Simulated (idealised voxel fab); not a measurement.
Title: Process Module voxel fin reveal
Cross-section cut: width 285 nm, square cells of 5 nm.
Cross-section layout: square cells on a grid; listed as bands, top to bottom; a band spans one or more cell rows.
This entry defines a band. It first specifies the height of the band's top and the height of its bottom in nm, and then specifies the band's materials from left to right, stating each material with its width in nm. The word "full width" identifies a single material that fills the band from edge to edge, while the word "empty" identifies empty space.
Ref level 0: as-received wafer is one material below here. Bottom band extends down with no lower bound ("top 0, no bottom").
Per-row width for "30 to 40": begins at first number (top row of band), ends at second number (bottom row), increment between rows held constant.
Basically "changes: none" means that step didn't change any cell in the cross-section.
For the entry "Closed internal voids", the listed items are empty spaces with no open way to the top whose size is 8 cells or more; each item follows the pattern width x height at distance, where distance is from the left edge and all three are in nm.
Anything after a step's settings on that line? It's the simulator's own note about the step.
The line of a step may include "overlay nm". On a step with a mask, this value is how far to the right of its planned place the mask lay. A negative value means the mask lay to the left.

List of planned process steps:
1: RECEIVE | material Si
2: CONFORMAL_DEP | material SiN | thk nm 5
3: DIRECTIONAL_DEP | material aC | thk nm 10
4: PATTERN | tone cover | mask id FINS | material resist | width nm 15 | pitch nm 45 | thk nm 30 | overlay nm 0
5: DIRECTIONAL_ETCH | etch materials aC | depth nm 10
6: STRIP | etch materials resist
7: DIRECTIONAL_ETCH | etch materials SiN | depth nm 5
8: DIRECTIONAL_ETCH | etch materials Si | depth nm 40
9: STRIP | etch materials aC
10: FILL_DEP | material SiO2 | thk nm 15
11: CMP | height nm 5
12: SELECTIVE_ETCH | etch materials SiO2 | depth nm 20
13: STRIP | etch materials SiN
14: CONFORMAL_DEP | material SiO2 | thk nm 5

Step 1 complete: cross-section of the wafer as received:
  top 0, no bottom = Si full width
  Closed internal voids: none

Module complete, cross-section. Starting point and plan per above. One mistake made in running the module:
  top 5, bottom 0 = empty=85, then SiO2=25, then empty=20, then SiO2=25, then empty=20, then SiO2=25, then empty=85
  top 0, bottom -10 = empty=85, then SiO2=5, then Si=15, then SiO2=5, then empty=20, then SiO2=5, then Si=15, then SiO2=5, then empty=20, then SiO2=5, then Si=15, then SiO2=5, then empty=85
  top -10, bottom -15 = SiO2=75, then empty=10, then SiO2=5, then Si=15, then SiO2=5, then empty=20, then SiO2=5, then Si=15, then SiO2=5, then empty=20, then SiO2=5, then Si=15, then SiO2=5, then empty=10, then SiO2=75
  top -15, bottom -40 = SiO2=90, then Si=15, then SiO2=30, then Si=15, then SiO2=30, then Si=15, then SiO2=90
  top -40, no bottom = Si full width
  Closed internal voids: none
Diagnosis: steps 12 and 13 of the plan were run in the wrong order, each in the other's place
